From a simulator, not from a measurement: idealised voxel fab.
Proc. module: voxel spacer lines
Xsec cut, 265 nm wide, square cell size 5 nm.
For the purposes of this document, a cross-section shall be understood as a grid of square cells, specified as bands listed in top-to-bottom order, each band consisting of one or more rows of cells. Within each band entry, the heights of the top and of the bottom of the band appear first, in that order and in nm; the materials of the band then follow from left to right, each with its corresponding width in nm. The designation "everywhere" on a single material indicates that it fills the band from edge to edge; the designation "empty" indicates empty space. All heights in this document are referenced to 0, defined as the level beneath which the wafer, as received, consists entirely of one material. The lowest band is not bounded below; it extends indefinitely downward and is written in the form "0 down". Width spec "30 to 40" -> top row of cells at first value, bottom row at second value, equal per-row change in between. For the purposes of this document, the phrase "remains unaltered" attached to a step denotes that no cell within the cross-section was modified by that step. The entry "Cavities, closed" lists the empty spaces that cover at least 8 cells and have no open path to the top. Each is written as width x height at distance, where the distance is measured from the left edge and all three values are in nm. Read whatever lies past the settings on a step's line as the simulator's own remark about the step. overlay nm: step with mask; distance mask lay right of planned place; negative value = left of planned place.

[Planned step list for the process]
1,RECEIVE: material Si
2,CONFORMAL_DEP: material Al2O3, thk nm 10
3,DIRECTIONAL_DEP: material W, thk nm 10
4,DIRECTIONAL_DEP: material polySi, thk nm 25
5,PATTERN: tone cover, mask id MANDREL, material resist, width nm 20, pitch nm 70, thk nm 30, overlay nm 0
6,DIRECTIONAL_ETCH: etch materials polySi, depth nm 25
7,STRIP: etch materials resist
8,CONFORMAL_DEP: material SiO2, thk nm 15
9,DIRECTIONAL_ETCH: etch materials SiO2, depth nm 15
10,STRIP: etch materials polySi
11,DIRECTIONAL_ETCH: etch materials W, depth nm 10
12,STRIP: etch materials SiO2

[As-received state of the wafer in cross-section, equivalent to post-step 1]
- 0 down: Si everywhere
- Cavities, closed: none

[One mistake in running the module, otherwise start and plan as above: cross-section at the end]
- 10 to 0: empty (70)  W (15)  empty (20)  W (15)  empty (20)  W (15)  empty (20)  W (15)  empty (75)
- 0 down: Si everywhere
- Cavities, closed: none
What went wrong in running the wafer? step 2 was left out
